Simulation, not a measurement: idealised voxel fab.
process module | voxel transistor to metal
cross-section cut | 170 nm wide | cells 5 nm
A cross-section is a grid of square cells, given in bands from the top down. A band is one or more rows of cells.
Each band's line starts with the height of the band's top and of its bottom, in nm. Then come its materials from left to right, each with its width in nm. One material with "throughout" fills the band from edge to edge. "air" is empty space.
Height 0 is the level under which the wafer as received is all one material. The lowest band goes on downwards, as in "0 down".
A width such as "30 to 40" changes by the same amount from each row of cells to the next, from the band's top row to its bottom row.
"no change" after a step means that no cell of the cross-section changed.
closed voids: empty space of 8 cells or more with no open way to the top, each as width x height at its distance from the left edge, in nm
after a step's settings: what the simulator itself notes on the step
overlay nm, on a step with a mask: how far to the right of its planned place the mask lay; to the left if negative
Each pair below shows a cross-section before one step and the cross-section after it, down to the lowest band that changed. The line under each pair gives the step between them, with its settings. The pairs can come from different runs of this module on the same starting wafer, so a pair continues from the pair above only where its "before" says so.
before
  0 down: Si throughout
  closed voids: none
after
  0 to -5: SiO2 throughout
  below -5: unchanged
  closed voids: none
the step between: op OXIDIZE | depth nm 5
before: the cross-section after the pair above
after
  15 to 0: SiN throughout
  below 0: unchanged
  closed voids: none
the step between: op CONFORMAL_DEP | material SiN | thk nm 15
before: the cross-section after the pair above
after
  30 to 15: air 35 | resist 100 | air 35
  below 15: unchanged
  closed voids: none
the step between: op PATTERN | tone cover | mask id ACTIVE | material resist | width nm 100 | thk nm 15 | overlay nm 0
before: the cross-section after the pair above
after
  30 to 15: air 35 | resist 100 | air 35
  15 to 0: air 35 | SiN 100 | air 35
  below 0: unchanged
  closed voids: none
the step between: op DIRECTIONAL_ETCH | etch materials SiN | depth nm 15
before: the cross-section after the pair above
after
  30 to 15: air 35 | resist 100 | air 35
  15 to 0: air 35 | SiN 100 | air 35
  0 to -5: air 35 | SiO2 100 | air 35
  below -5: unchanged
  closed voids: none
the step between: op DIRECTIONAL_ETCH | etch materials SiO2 | depth nm 5
before: the cross-section after the pair above
after
  30 to 15: air 35 | resist 100 | air 35
  15 to 0: air 35 | SiN 100 | air 35
  0 to -5: air 35 | SiO2 100 | air 35
  -5 to -30: air 35 | Si 100 | air 35
  below -30: unchanged
  closed voids: none
the step between: op DIRECTIONAL_ETCH | etch materials Si | depth nm 25
before: the cross-section after the pair above
after
  15 to 0: air 35 | SiN 100 | air 35
  below 0: unchanged
  closed voids: none
the step between: op STRIP | etch materials resist
before: the cross-section after the pair above
after
  15 to 0: air 35 | SiN 100 | air 35
  0 to -5: air 35 | SiO2 100 | air 35
  -5 to -30: air 35 | SiO2 5 | Si 90 | SiO2 5 | air 35
  -30 to -35: SiO2 40 | Si 90 | SiO2 40
  below -35: unchanged
  closed voids: none
the step between: op OXIDIZE | depth nm 5
before: the cross-section after the pair above
after
  20 to 15: SiO2 throughout
  15 to 0: SiO2 35 | SiN 100 | SiO2 35
  0 to -5: SiO2 throughout
  -5 to -35: SiO2 40 | Si 90 | SiO2 40
  below -35: unchanged
  closed voids: none
the step between: op FILL_DEP | material SiO2 | thk nm 5
before: the cross-section after the pair above
after
  15 to 0: SiO2 35 | SiN 100 | SiO2 35
  below 0: unchanged
  closed voids: none
the step between: op CMP | height nm 15
before: the cross-section after the pair above
after
  15 to 10: air 35 | SiN 100 | air 35
  below 10: unchanged
  closed voids: none
the step between: op SELECTIVE_ETCH | etch materials SiO2 | depth nm 5
before: the cross-section after the pair above
after
  10 to 0: SiO2 35 | air 100 | SiO2 35
  below 0: unchanged
  closed voids: none
the step between: op STRIP | etch materials SiN
before: the cross-section after the pair above
after
  5 to -5: SiO2 30 | air 110 | SiO2 30
  below -5: unchanged
  closed voids: none
the step between: op SELECTIVE_ETCH | etch materials SiO2 | depth nm 5
before: the cross-section after the pair above
after
  5 to -5: SiO2 30 | air 110 | SiO2 30
  -5 to -10: SiO2 throughout
  below -10: unchanged
  closed voids: none
the step between: op OXIDIZE | depth nm 5
before: the cross-section after the pair above
after
  35 to 25: polySi 30 | air 110 | polySi 30
  25 to 5: polySi throughout
  5 to -5: SiO2 30 | polySi 110 | SiO2 30
  below -5: unchanged
  closed voids: none
the step between: op DIRECTIONAL_DEP | material polySi | thk nm 30
before: the cross-section after the pair above
after
  45 to 35: SiCN 30 | air 110 | SiCN 30
  35 to 25: polySi 30 | SiCN 110 | polySi 30
  below 25: unchanged
  closed voids: none
the step between: op DIRECTIONAL_DEP | material SiCN | thk nm 10
before: the cross-section after the pair above
after
  60 to 45: air 75 | resist 20 | air 75
  45 to 35: SiCN 30 | air 45 | resist 20 | air 45 | SiCN 30
  below 35: unchanged
  closed voids: none
the step between: op PATTERN | tone cover | mask id GATE | material resist | width nm 20 | thk nm 15 | overlay nm 0
before: the cross-section after the pair above
after
  60 to 35: air 75 | resist 20 | air 75
  35 to 25: polySi 30 | air 45 | SiCN 20 | air 45 | polySi 30
  below 25: unchanged
  closed voids: none
the step between: op DIRECTIONAL_ETCH | etch materials SiCN | depth nm 20
before: the cross-section after the pair above
after
  60 to 35: air 75 | resist 20 | air 75
  35 to 25: air 75 | SiCN 20 | air 75
  25 to 5: air 75 | polySi 20 | air 75
  5 to -5: SiO2 30 | air 45 | polySi 20 | air 45 | SiO2 30
  below -5: unchanged
  closed voids: none
the step between: op DIRECTIONAL_ETCH | etch materials polySi | depth nm 40
before: the cross-section after the pair above
after
  35 to 25: air 75 | SiCN 20 | air 75
  below 25: unchanged
  closed voids: none
the step between: op STRIP | etch materials resist
before: the cross-section after the pair above
after
  40 to 35: air 70 | SiO2 30 | air 70
  35 to 25: air 70 | SiO2 5 | SiCN 20 | SiO2 5 | air 70
  25 to 10: air 70 | SiO2 5 | polySi 20 | SiO2 5 | air 70
  10 to 0: SiO2 35 | air 35 | SiO2 5 | polySi 20 | SiO2 5 | air 35 | SiO2 35
  0 to -5: SiO2 75 | polySi 20 | SiO2 75
  below -5: unchanged
  closed voids: none
the step between: op CONFORMAL_DEP | material SiO2 | thk nm 5
before: the cross-section after the pair above
after
  35 to 25: air 70 | SiO2 5 | SiCN 20 | SiO2 5 | air 70
  25 to 5: air 70 | SiO2 5 | polySi 20 | SiO2 5 | air 70
  5 to -5: SiO2 35 | air 35 | SiO2 5 | polySi 20 | SiO2 5 | air 35 | SiO2 35
  below -5: unchanged
  closed voids: none
the step between: op DIRECTIONAL_ETCH | etch materials SiO2 | depth nm 5
before: the cross-section after the pair above
after
  40 to 35: air 65 | SiN 40 | air 65
  35 to 25: air 65 | SiN 5 | SiO2 5 | SiCN 20 | SiO2 5 | SiN 5 | air 65
  25 to 10: air 65 | SiN 5 | SiO2 5 | polySi 20 | SiO2 5 | SiN 5 | air 65
  10 to 5: SiN 40 | air 25 | SiN 5 | SiO2 5 | polySi 20 | SiO2 5 | SiN 5 | air 25 | SiN 40
  5 to 0: SiO2 35 | SiN 5 | air 25 | SiN 5 | SiO2 5 | polySi 20 | SiO2 5 | SiN 5 | air 25 | SiN 5 | SiO2 35
  0 to -5: SiO2 35 | SiN 35 | SiO2 5 | polySi 20 | SiO2 5 | SiN 35 | SiO2 35
  below -5: unchanged
  closed voids: none
the step between: op CONFORMAL_DEP | material SiN | thk nm 5
before: the cross-section after the pair above
after
  35 to 25: air 65 | SiN 5 | SiO2 5 | SiCN 20 | SiO2 5 | SiN 5 | air 65
  25 to 5: air 65 | SiN 5 | SiO2 5 | polySi 20 | SiO2 5 | SiN 5 | air 65
  5 to -5: SiO2 35 | SiN 5 | air 25 | SiN 5 | SiO2 5 | polySi 20 | SiO2 5 | SiN 5 | air 25 | SiN 5 | SiO2 35
  below -5: unchanged
  closed voids: none
the step between: op DIRECTIONAL_ETCH | etch materials SiN | depth nm 5
before: the cross-section after the pair above
after
  35 to 30: air 65 | SiN 5 | air 5 | SiCN 20 | air 5 | SiN 5 | air 65
  30 to 25: air 65 | SiN 5 | SiO2 5 | SiCN 20 | SiO2 5 | SiN 5 | air 65
  25 to 5: air 65 | SiN 5 | SiO2 5 | polySi 20 | SiO2 5 | SiN 5 | air 65
  5 to 0: air 35 | SiN 5 | air 25 | SiN 5 | SiO2 5 | polySi 20 | SiO2 5 | SiN 5 | air 25 | SiN 5 | air 35
  0 to -5: SiO2 35 | SiN 5 | air 25 | SiN 5 | SiO2 5 | polySi 20 | SiO2 5 | SiN 5 | air 25 | SiN 5 | SiO2 35
  -5 to -10: SiO2 40 | air 25 | SiO2 40 | air 25 | SiO2 40
  below -10: unchanged
  closed voids: none
the step between: op DIRECTIONAL_ETCH | etch materials SiO2 | depth nm 5
before: the cross-section after the pair above
after
  35 to 30: air 65 | SiN 5 | air 5 | SiCN 20 | air 5 | SiN 5 | air 65
  30 to 25: air 65 | SiN 5 | SiO2 5 | SiCN 20 | SiO2 5 | SiN 5 | air 65
  25 to 5: air 65 | SiN 5 | SiO2 5 | polySi 20 | SiO2 5 | SiN 5 | air 65
  5 to 0: air 35 | SiN 5 | air 25 | SiN 5 | SiO2 5 | polySi 20 | SiO2 5 | SiN 5 | air 25 | SiN 5 | air 35
  0 to -5: SiO2 35 | SiN 5 | air 25 | SiN 5 | SiO2 5 | polySi 20 | SiO2 5 | SiN 5 | air 25 | SiN 5 | SiO2 35
  -5 to -10: SiO2 40 | air 25 | SiO2 40 | air 25 | SiO2 40
  -10 to -15: SiO2 40 | air 25 | Si 40 | air 25 | SiO2 40
  below -15: unchanged
  closed voids: none
the step between: op DIRECTIONAL_ETCH | etch materials Si | depth nm 5
before: the cross-section after the pair above
after
  35 to 30: air 65 | SiN 5 | air 5 | SiCN 20 | air 5 | SiN 5 | air 65
  30 to 25: air 65 | SiN 5 | SiO2 5 | SiCN 20 | SiO2 5 | SiN 5 | air 65
  25 to 5: air 65 | SiN 5 | SiO2 5 | polySi 20 | SiO2 5 | SiN 5 | air 65
  5 to 0: air 35 | SiN 5 | air 25 | SiN 5 | SiO2 5 | polySi 20 | SiO2 5 | SiN 5 | air 25 | SiN 5 | air 35
  0 to -5: SiO2 35 | SiN 5 | air 25 | SiN 5 | SiO2 5 | polySi 20 | SiO2 5 | SiN 5 | air 25 | SiN 5 | SiO2 35
  -5 to -10: SiO2 40 | air 20 | pSi 5 | SiO2 40 | pSi 5 | air 20 | SiO2 40
  -10 to -15: SiO2 40 | pSi 25 | Si 40 | pSi 25 | SiO2 40
  below -15: unchanged
  closed voids: none
the step between: op EPI | material pSi | thk nm 5
before: the cross-section after the pair above
after
  45 to 35: SiO2 throughout
  35 to 25: SiO2 65 | SiN 5 | SiO2 5 | SiCN 20 | SiO2 5 | SiN 5 | SiO2 65
  25 to 5: SiO2 65 | SiN 5 | SiO2 5 | polySi 20 | SiO2 5 | SiN 5 | SiO2 65
  5 to -5: SiO2 35 | SiN 5 | SiO2 25 | SiN 5 | SiO2 5 | polySi 20 | SiO2 5 | SiN 5 | SiO2 25 | SiN 5 | SiO2 35
  -5 to -10: SiO2 60 | pSi 5 | SiO2 40 | pSi 5 | SiO2 60
  below -10: unchanged
  closed voids: none
the step between: op FILL_DEP | material SiO2 | thk nm 10
before: the cross-section after the pair above
after
  35 to 25: SiO2 65 | SiN 5 | SiO2 5 | SiCN 20 | SiO2 5 | SiN 5 | SiO2 65
  below 25: unchanged
  closed voids: none
the step between: op CMP | height nm 35
before: the cross-section after the pair above
after
  50 to 35: SiO2 throughout
  below 35: unchanged
  closed voids: none
the step between: op DIRECTIONAL_DEP | material SiO2 | thk nm 15
before: the cross-section after the pair above
after
  50 to 35: SiO2 40 | air 30 | SiO2 30 | air 30 | SiO2 40
  35 to 25: SiO2 40 | air 25 | SiN 5 | SiO2 5 | SiCN 20 | SiO2 5 | SiN 5 | air 25 | SiO2 40
  25 to 5: SiO2 40 | air 25 | SiN 5 | SiO2 5 | polySi 20 | SiO2 5 | SiN 5 | air 25 | SiO2 40
  5 to -5: SiO2 35 | SiN 5 | air 25 | SiN 5 | SiO2 5 | polySi 20 | SiO2 5 | SiN 5 | air 25 | SiN 5 | SiO2 35
  -5 to -10: SiO2 40 | air 20 | pSi 5 | SiO2 40 | pSi 5 | air 20 | SiO2 40
  below -10: unchanged
  closed voids: none
the step between: op MASKED_ETCH | tone open | mask id CONTACT | width nm 30 | pitch nm 60 | etch materials SiO2 | depth nm 60 | overlay nm 0
before: the cross-section after the pair above
after
  55 to 50: TiN 45 | air 20 | TiN 40 | air 20 | TiN 45
  50 to 40: SiO2 40 | TiN 5 | air 20 | TiN 5 | SiO2 30 | TiN 5 | air 20 | TiN 5 | SiO2 40
  40 to 35: SiO2 40 | TiN 5 | air 15 | TiN 10 | SiO2 30 | TiN 10 | air 15 | TiN 5 | SiO2 40
  35 to 25: SiO2 40 | TiN 5 | air 15 | TiN 5 | SiN 5 | SiO2 5 | SiCN 20 | SiO2 5 | SiN 5 | TiN 5 | air 15 | TiN 5 | SiO2 40
  25 to 5: SiO2 40 | TiN 5 | air 15 | TiN 5 | SiN 5 | SiO2 5 | polySi 20 | SiO2 5 | SiN 5 | TiN 5 | air 15 | TiN 5 | SiO2 40
  5 to -5: SiO2 35 | SiN 5 | TiN 5 | air 15 to 10 | TiN 5 to 10 | SiN 5 | SiO2 5 | polySi 20 | SiO2 5 | SiN 5 | TiN 5 to 10 | air 15 to 10 | TiN 5 | SiN 5 | SiO2 35
  -5 to -10: SiO2 40 | TiN 20 | pSi 5 | SiO2 40 | pSi 5 | TiN 20 | SiO2 40
  below -10: unchanged
  closed voids: none
the step between: op CONFORMAL_DEP | material TiN | thk nm 5
before: the cross-section after the pair above
after
  60 to 55: W throughout
  55 to 50: TiN 45 | W 20 | TiN 40 | W 20 | TiN 45
  50 to 40: SiO2 40 | TiN 5 | W 20 | TiN 5 | SiO2 30 | TiN 5 | W 20 | TiN 5 | SiO2 40
  40 to 35: SiO2 40 | TiN 5 | W 15 | TiN 10 | SiO2 30 | TiN 10 | W 15 | TiN 5 | SiO2 40
  35 to 25: SiO2 40 | TiN 5 | W 15 | TiN 5 | SiN 5 | SiO2 5 | SiCN 20 | SiO2 5 | SiN 5 | TiN 5 | W 15 | TiN 5 | SiO2 40
  25 to 5: SiO2 40 | TiN 5 | W 15 | TiN 5 | SiN 5 | SiO2 5 | polySi 20 | SiO2 5 | SiN 5 | TiN 5 | W 15 | TiN 5 | SiO2 40
  5 to -5: SiO2 35 | SiN 5 | TiN 5 | W 15 to 10 | TiN 5 to 10 | SiN 5 | SiO2 5 | polySi 20 | SiO2 5 | SiN 5 | TiN 5 to 10 | W 15 to 10 | TiN 5 | SiN 5 | SiO2 35
  below -5: unchanged
  closed voids: none
the step between: op FILL_DEP | material W | thk nm 5
before: the cross-section after the pair above
after
  50 to 40: SiO2 40 | TiN 5 | W 20 | TiN 5 | SiO2 30 | TiN 5 | W 20 | TiN 5 | SiO2 40
  below 40: unchanged
  closed voids: none
the step between: op CMP | height nm 50
before: the cross-section after the pair above
after
  55 to 50: SiN throughout
  below 50: unchanged
  closed voids: none
the step between: op CONFORMAL_DEP | material SiN | thk nm 5
before: the cross-section after the pair above
after
  70 to 55: SiO2 throughout
  below 55: unchanged
  closed voids: none
the step between: op DIRECTIONAL_DEP | material SiO2 | thk nm 15
before: the cross-section after the pair above
after
  85 to 70: aC throughout
  below 70: unchanged
  closed voids: none
the step between: op DIRECTIONAL_DEP | material aC | thk nm 15
before: the cross-section after the pair above
after
  115 to 85: resist 40 | air 20 | resist 50 | air 20 | resist 40
  below 85: unchanged
  closed voids: none
the step between: op PATTERN | tone open | mask id METAL_1 | material resist | width nm 20 | pitch nm 70 | thk nm 30 | overlay nm 0
before: the cross-section after the pair above
after
  100 to 85: resist 40 | air 20 | resist 50 | air 20 | resist 40
  85 to 70: aC 40 | air 20 | aC 50 | air 20 | aC 40
  below 70: unchanged
  closed voids: none
the step between: op DIRECTIONAL_ETCH | etch materials aC | depth nm 15
before: the cross-section after the pair above
after
  85 to 70: aC 40 | air 20 | aC 50 | air 20 | aC 40
  below 70: unchanged
  closed voids: none
the step between: op STRIP | etch materials resist
before: the cross-section after the pair above
after
  85 to 70: aC 40 | air 20 | aC 50 | air 20 | aC 40
  70 to 55: SiO2 40 | air 20 | SiO2 50 | air 20 | SiO2 40
  below 55: unchanged
  closed voids: none
the step between: op DIRECTIONAL_ETCH | etch materials SiO2 | depth nm 15
before: the cross-section after the pair above
after
  85 to 70: aC 40 | air 20 | aC 50 | air 20 | aC 40
  70 to 55: SiO2 40 | air 20 | SiO2 50 | air 20 | SiO2 40
  55 to 50: SiN 40 | air 20 | SiN 50 | air 20 | SiN 40
  below 50: unchanged
  closed voids: none
the step between: op DIRECTIONAL_ETCH | etch materials SiN | depth nm 5
before: the cross-section after the pair above
after
  70 to 55: SiO2 40 | air 20 | SiO2 50 | air 20 | SiO2 40
  below 55: unchanged
  closed voids: none
the step between: op STRIP | etch materials aC
before: the cross-section after the pair above
after
  75 to 70: TiN 45 | air 10 | TiN 60 | air 10 | TiN 45
  70 to 55: SiO2 40 | TiN 5 | air 10 | TiN 5 | SiO2 50 | TiN 5 | air 10 | TiN 5 | SiO2 40
  55 to 50: SiN 40 | TiN 20 | SiN 50 | TiN 20 | SiN 40
  below 50: unchanged
  closed voids: none
the step between: op CONFORMAL_DEP | material TiN | thk nm 5
before: the cross-section after the pair above
after
  80 to 75: Cu throughout
  75 to 70: TiN 45 | Cu 10 | TiN 60 | Cu 10 | TiN 45
  70 to 55: SiO2 40 | TiN 5 | Cu 10 | TiN 5 | SiO2 50 | TiN 5 | Cu 10 | TiN 5 | SiO2 40
  below 55: unchanged
  closed voids: none
the step between: op FILL_DEP | material Cu | thk nm 5
before: the cross-section after the pair above
after
  70 to 55: SiO2 40 | TiN 5 | Cu 10 | TiN 5 | SiO2 50 | TiN 5 | Cu 10 | TiN 5 | SiO2 40
  below 55: unchanged
  closed voids: none
the step between: op CMP | height nm 70
before: the cross-section after the pair above
after
  75 to 70: SiN throughout
  below 70: unchanged
  closed voids: none
the step between: op CONFORMAL_DEP | material SiN | thk nm 5
before
  35 to 25: air 70 | SiO2 5 | SiCN 20 | SiO2 5 | air 70
  25 to 5: air 70 | SiO2 5 | polySi 20 | SiO2 5 | air 70
  5 to -5: SiO2 35 | air 35 | SiO2 5 | polySi 20 | SiO2 5 | air 35 | SiO2 35
  -5 to -10: SiO2 throughout
  -10 to -35: SiO2 40 | Si 90 | SiO2 40
  -35 down: Si throughout
  closed voids: none
after
  35 to 30: air 75 | SiCN 20 | air 75
  30 to 25: air 70 | SiO2 5 | SiCN 20 | SiO2 5 | air 70
  25 to 0: air 70 | SiO2 5 | polySi 20 | SiO2 5 | air 70
  0 to -5: SiO2 35 | air 35 | SiO2 5 | polySi 20 | SiO2 5 | air 35 | SiO2 35
  -5 to -10: SiO2 35 | air 35 | SiO2 30 | air 35 | SiO2 35
  below -10: unchanged
  closed voids: none
the step between: op DIRECTIONAL_ETCH | etch materials SiO2 | depth nm 5
before: the cross-section after the pair above
after
  35 to 30: air 75 | SiCN 20 | air 75
  30 to 25: air 70 | SiO2 5 | SiCN 20 | SiO2 5 | air 70
  25 to 0: air 70 | SiO2 5 | polySi 20 | SiO2 5 | air 70
  0 to -5: SiO2 35 | air 35 | SiO2 5 | polySi 20 | SiO2 5 | air 35 | SiO2 35
  -5 to -10: SiO2 35 | air 35 | SiO2 30 | air 35 | SiO2 35
  -10 to -15: SiO2 40 | air 30 | Si 30 | air 30 | SiO2 40
  below -15: unchanged
  closed voids: none
the step between: op DIRECTIONAL_ETCH | etch materials Si | depth nm 5
before: the cross-section after the pair above
after
  35 to 30: air 75 | SiCN 20 | air 75
  30 to 25: air 70 | SiO2 5 | SiCN 20 | SiO2 5 | air 70
  25 to 0: air 70 | SiO2 5 | polySi 20 | SiO2 5 | air 70
  0 to -5: SiO2 35 | air 35 | SiO2 5 | polySi 20 | SiO2 5 | air 35 | SiO2 35
  -5 to -10: SiO2 35 | air 30 | pSi 5 | SiO2 30 | pSi 5 | air 30 | SiO2 35
  -10 to -15: SiO2 40 | pSi 30 | Si 30 | pSi 30 | SiO2 40
  below -15: unchanged
  closed voids: none
the step between: op EPI | material pSi | thk nm 5
before: the cross-section after the pair above
after
  45 to 35: SiO2 throughout
  35 to 25: SiO2 75 | SiCN 20 | SiO2 75
  25 to -5: SiO2 75 | polySi 20 | SiO2 75
  -5 to -10: SiO2 65 | pSi 5 | SiO2 30 | pSi 5 | SiO2 65
  below -10: unchanged
  closed voids: none
the step between: op FILL_DEP | material SiO2 | thk nm 10
before: the cross-section after the pair above
after
  35 to 25: SiO2 75 | SiCN 20 | SiO2 75
  below 25: unchanged
  closed voids: none
the step between: op CMP | height nm 35
before: the cross-section after the pair above
after
  50 to 35: SiO2 throughout
  below 35: unchanged
  closed voids: none
the step between: op DIRECTIONAL_DEP | material SiO2 | thk nm 15
before: the cross-section after the pair above
after
  50 to 35: SiO2 40 | air 30 | SiO2 30 | air 30 | SiO2 40
  35 to 25: SiO2 40 | air 30 | SiO2 5 | SiCN 20 | SiO2 5 | air 30 | SiO2 40
  25 to -5: SiO2 40 | air 30 | SiO2 5 | polySi 20 | SiO2 5 | air 30 | SiO2 40
  -5 to -10: SiO2 40 | air 25 | pSi 5 | SiO2 30 | pSi 5 | air 25 | SiO2 40
  below -10: unchanged
  closed voids: none
the step between: op MASKED_ETCH | tone open | mask id CONTACT | width nm 30 | pitch nm 60 | etch materials SiO2 | depth nm 60 | overlay nm 0
before: the cross-section after the pair above
after
  55 to 50: TiN 45 | air 20 | TiN 40 | air 20 | TiN 45
  50 to 35: SiO2 40 | TiN 5 | air 20 | TiN 5 | SiO2 30 | TiN 5 | air 20 | TiN 5 | SiO2 40
  35 to 25: SiO2 40 | TiN 5 | air 20 | TiN 5 | SiO2 5 | SiCN 20 | SiO2 5 | TiN 5 | air 20 | TiN 5 | SiO2 40
  25 to 0: SiO2 40 | TiN 5 | air 20 | TiN 5 | SiO2 5 | polySi 20 | SiO2 5 | TiN 5 | air 20 | TiN 5 | SiO2 40
  0 to -5: SiO2 40 | TiN 5 | air 15 | TiN 10 | SiO2 5 | polySi 20 | SiO2 5 | TiN 10 | air 15 | TiN 5 | SiO2 40
  -5 to -10: SiO2 40 | TiN 25 | pSi 5 | SiO2 30 | pSi 5 | TiN 25 | SiO2 40
  below -10: unchanged
  closed voids: none
the step between: op CONFORMAL_DEP | material TiN | thk nm 5
before: the cross-section after the pair above
after
  60 to 55: W throughout
  55 to 50: TiN 45 | W 20 | TiN 40 | W 20 | TiN 45
  50 to 35: SiO2 40 | TiN 5 | W 20 | TiN 5 | SiO2 30 | TiN 5 | W 20 | TiN 5 | SiO2 40
  35 to 25: SiO2 40 | TiN 5 | W 20 | TiN 5 | SiO2 5 | SiCN 20 | SiO2 5 | TiN 5 | W 20 | TiN 5 | SiO2 40
  25 to 0: SiO2 40 | TiN 5 | W 20 | TiN 5 | SiO2 5 | polySi 20 | SiO2 5 | TiN 5 | W 20 | TiN 5 | SiO2 40
  0 to -5: SiO2 40 | TiN 5 | W 15 | TiN 10 | SiO2 5 | polySi 20 | SiO2 5 | TiN 10 | W 15 | TiN 5 | SiO2 40
  below -5: unchanged
  closed voids: none
the step between: op FILL_DEP | material W | thk nm 5
before: the cross-section after the pair above
after
  50 to 35: SiO2 40 | TiN 5 | W 20 | TiN 5 | SiO2 30 | TiN 5 | W 20 | TiN 5 | SiO2 40
  below 35: unchanged
  closed voids: none
the step between: op CMP | height nm 50
before: the cross-section after the pair above
after
  55 to 50: SiN throughout
  below 50: unchanged
  closed voids: none
the step between: op CONFORMAL_DEP | material SiN | thk nm 5
before: the cross-section after the pair above
after
  70 to 55: SiO2 throughout
  below 55: unchanged
  closed voids: none
the step between: op DIRECTIONAL_DEP | material SiO2 | thk nm 15
before: the cross-section after the pair above
after
  85 to 70: aC throughout
  below 70: unchanged
  closed voids: none
the step between: op DIRECTIONAL_DEP | material aC | thk nm 15
before: the cross-section after the pair above
after
  115 to 85: resist 40 | air 20 | resist 50 | air 20 | resist 40
  below 85: unchanged
  closed voids: none
the step between: op PATTERN | tone open | mask id METAL_1 | material resist | width nm 20 | pitch nm 70 | thk nm 30 | overlay nm 0
before: the cross-section after the pair above
after
  100 to 85: resist 40 | air 20 | resist 50 | air 20 | resist 40
  85 to 70: aC 40 | air 20 | aC 50 | air 20 | aC 40
  below 70: unchanged
  closed voids: none
the step between: op DIRECTIONAL_ETCH | etch materials aC | depth nm 15
before: the cross-section after the pair above
after
  85 to 70: aC 40 | air 20 | aC 50 | air 20 | aC 40
  below 70: unchanged
  closed voids: none
the step between: op STRIP | etch materials resist
before: the cross-section after the pair above
after
  85 to 70: aC 40 | air 20 | aC 50 | air 20 | aC 40
  70 to 55: SiO2 40 | air 20 | SiO2 50 | air 20 | SiO2 40
  below 55: unchanged
  closed voids: none
the step between: op DIRECTIONAL_ETCH | etch materials SiO2 | depth nm 15
before: the cross-section after the pair above
after
  85 to 70: aC 40 | air 20 | aC 50 | air 20 | aC 40
  70 to 55: SiO2 40 | air 20 | SiO2 50 | air 20 | SiO2 40
  55 to 50: SiN 40 | air 20 | SiN 50 | air 20 | SiN 40
  below 50: unchanged
  closed voids: none
the step between: op DIRECTIONAL_ETCH | etch materials SiN | depth nm 5
before: the cross-section after the pair above
after
  70 to 55: SiO2 40 | air 20 | SiO2 50 | air 20 | SiO2 40
  below 55: unchanged
  closed voids: none
the step between: op STRIP | etch materials aC
before: the cross-section after the pair above
after
  75 to 70: TiN 45 | air 10 | TiN 60 | air 10 | TiN 45
  70 to 55: SiO2 40 | TiN 5 | air 10 | TiN 5 | SiO2 50 | TiN 5 | air 10 | TiN 5 | SiO2 40
  55 to 50: SiN 40 | TiN 20 | SiN 50 | TiN 20 | SiN 40
  below 50: unchanged
  closed voids: none
the step between: op CONFORMAL_DEP | material TiN | thk nm 5
before: the cross-section after the pair above
after
  80 to 75: Cu throughout
  75 to 70: TiN 45 | Cu 10 | TiN 60 | Cu 10 | TiN 45
  70 to 55: SiO2 40 | TiN 5 | Cu 10 | TiN 5 | SiO2 50 | TiN 5 | Cu 10 | TiN 5 | SiO2 40
  below 55: unchanged
  closed voids: none
the step between: op FILL_DEP | material Cu | thk nm 5
before: the cross-section after the pair above
after
  70 to 55: SiO2 40 | TiN 5 | Cu 10 | TiN 5 | SiO2 50 | TiN 5 | Cu 10 | TiN 5 | SiO2 40
  below 55: unchanged
  closed voids: none
the step between: op CMP | height nm 70
before: the cross-section after the pair above
after
  75 to 70: SiN throughout
  below 70: unchanged
  closed voids: none
the step between: op CONFORMAL_DEP | material SiN | thk nm 5
before
  50 to 35: SiO2 throughout
  35 to 25: SiO2 65 | SiN 5 | SiO2 5 | SiCN 20 | SiO2 5 | SiN 5 | SiO2 65
  25 to 5: SiO2 65 | SiN 5 | SiO2 5 | polySi 20 | SiO2 5 | SiN 5 | SiO2 65
  5 to -5: SiO2 35 | SiN 5 | SiO2 25 | SiN 5 | SiO2 5 | polySi 20 | SiO2 5 | SiN 5 | SiO2 25 | SiN 5 | SiO2 35
  -5 to -10: SiO2 60 | pSi 5 | SiO2 40 | pSi 5 | SiO2 60
  -10 to -15: SiO2 40 | pSi 25 | Si 40 | pSi 25 | SiO2 40
  -15 to -35: SiO2 40 | Si 90 | SiO2 40
  -35 down: Si throughout
  closed voids: none
after
  65 to 35: SiO2 throughout
  below 35: unchanged
  closed voids: none
the step between: op DIRECTIONAL_DEP | material SiO2 | thk nm 15
before: the cross-section after the pair above
after
  65 to 35: SiO2 40 | air 30 | SiO2 30 | air 30 | SiO2 40
  35 to 25: SiO2 40 | air 25 | SiN 5 | SiO2 5 | SiCN 20 | SiO2 5 | SiN 5 | air 25 | SiO2 40
  25 to 5: SiO2 40 | air 25 | SiN 5 | SiO2 5 | polySi 20 | SiO2 5 | SiN 5 | air 25 | SiO2 40
  below 5: unchanged
  closed voids: none
the step between: op MASKED_ETCH | tone open | mask id CONTACT | width nm 30 | pitch nm 60 | etch materials SiO2 | depth nm 60 | overlay nm 0
before: the cross-section after the pair above
after
  70 to 65: TiN 45 | air 20 | TiN 40 | air 20 | TiN 45
  65 to 40: SiO2 40 | TiN 5 | air 20 | TiN 5 | SiO2 30 | TiN 5 | air 20 | TiN 5 | SiO2 40
  40 to 35: SiO2 40 | TiN 5 | air 15 | TiN 10 | SiO2 30 | TiN 10 | air 15 | TiN 5 | SiO2 40
  35 to 25: SiO2 40 | TiN 5 | air 15 | TiN 5 | SiN 5 | SiO2 5 | SiCN 20 | SiO2 5 | SiN 5 | TiN 5 | air 15 | TiN 5 | SiO2 40
  25 to 10: SiO2 40 | TiN 5 | air 15 | TiN 5 | SiN 5 | SiO2 5 | polySi 20 | SiO2 5 | SiN 5 | TiN 5 | air 15 | TiN 5 | SiO2 40
  10 to 5: SiO2 40 | TiN 25 | SiN 5 | SiO2 5 | polySi 20 | SiO2 5 | SiN 5 | TiN 25 | SiO2 40
  below 5: unchanged
  closed voids: none
the step between: op CONFORMAL_DEP | material TiN | thk nm 5
before: the cross-section after the pair above
after
  75 to 70: W throughout
  70 to 65: TiN 45 | W 20 | TiN 40 | W 20 | TiN 45
  65 to 40: SiO2 40 | TiN 5 | W 20 | TiN 5 | SiO2 30 | TiN 5 | W 20 | TiN 5 | SiO2 40
  40 to 35: SiO2 40 | TiN 5 | W 15 | TiN 10 | SiO2 30 | TiN 10 | W 15 | TiN 5 | SiO2 40
  35 to 25: SiO2 40 | TiN 5 | W 15 | TiN 5 | SiN 5 | SiO2 5 | SiCN 20 | SiO2 5 | SiN 5 | TiN 5 | W 15 | TiN 5 | SiO2 40
  25 to 10: SiO2 40 | TiN 5 | W 15 | TiN 5 | SiN 5 | SiO2 5 | polySi 20 | SiO2 5 | SiN 5 | TiN 5 | W 15 | TiN 5 | SiO2 40
  below 10: unchanged
  closed voids: none
the step between: op FILL_DEP | material W | thk nm 5
before: the cross-section after the pair above
after
  50 to 40: SiO2 40 | TiN 5 | W 20 | TiN 5 | SiO2 30 | TiN 5 | W 20 | TiN 5 | SiO2 40
  below 40: unchanged
  closed voids: none
the step between: op CMP | height nm 50
before: the cross-section after the pair above
after
  55 to 50: SiN throughout
  below 50: unchanged
  closed voids: none
the step between: op CONFORMAL_DEP | material SiN | thk nm 5
before: the cross-section after the pair above
after
  70 to 55: SiO2 throughout
  below 55: unchanged
  closed voids: none
the step between: op DIRECTIONAL_DEP | material SiO2 | thk nm 15
